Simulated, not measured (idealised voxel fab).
voxel released beams: a process module
The cross-section on display is named cut; it measures 250 nm wide, and its cells are 5 nm squares.
Just so we're on the same page, the cross-sections are grids of square cells, and they're listed out in bands top to bottom, each band one or more rows deep. Top, bottom (nm), then materials left to right with widths (nm); lone material tagged "full width" fills the whole band edge to edge; "air" = empty space. Height datum 0, below which the as-received substrate wafer is one material. Lowest band open at the bottom, running downward: "z 0 and below". Top row gets the first number, bottom row gets the second, and each row in between changes by the same step: that is how a band width like "30..40" works. Where the words "nothing changed" appear for a step, the cross-section shows no cell changed by that step; every cell remained as before. In "Closed void entries" the enclosed voids are listed, meaning empty spaces of 8 cells or larger without any opening to the top. The form is width x height at distance, distance from the left edge, units nm. What comes after the settings on a step's line is commentary from the simulator itself on that step. When a step includes a mask, the "overlay nm" setting on its line states how far to the right of its planned place that mask lay, and negative values state how far to the left.

## Process steps - plan
1 RECEIVE: material Si
2 CONFORMAL_DEP: material SiN, thk nm 5
3 DIRECTIONAL_DEP: material SiO2, thk nm 10
4 MASKED_ETCH: tone open, mask id ANCHOR, width nm 40, etch materials SiO2, depth nm 10, overlay nm 0
5 CONFORMAL_DEP: material polySi, thk nm 15
6 DIRECTIONAL_DEP: material aC, thk nm 10
7 PATTERN: tone cover, mask id BEAM, material resist, width nm 115, thk nm 25, overlay nm 0
8 DIRECTIONAL_ETCH: etch materials aC, depth nm 10
9 STRIP: etch materials resist
10 DIRECTIONAL_ETCH: etch materials polySi, depth nm 15
11 STRIP: etch materials aC
12 STRIP: etch materials SiO2

## This is the cross-section of the wafer as we received it, i.e. after step 1
z 0 and below | Si full width
Closed void entries: none

## Final wafer profile in cross-section after the module, from the same start and plan as above, with one mistake made during processing
z 30 to 20 | 65 nm air  60 nm polySi  125 nm air
z 20 to 15 | 65 nm air  115 nm polySi  70 nm air
z 15 to 5 | 55 nm air  15 nm polySi  40 nm SiO2  70 nm polySi  70 nm air
z 5 to 0 | SiN full width
z 0 and below | Si full width
Closed void entries: none
What was done differently from what was planned? step 4 did not use the planned setting and instead ran as MASKED_ETCH: tone cover, mask id ANCHOR, width nm 40, etch materials SiO2, depth nm 10, overlay nm 0
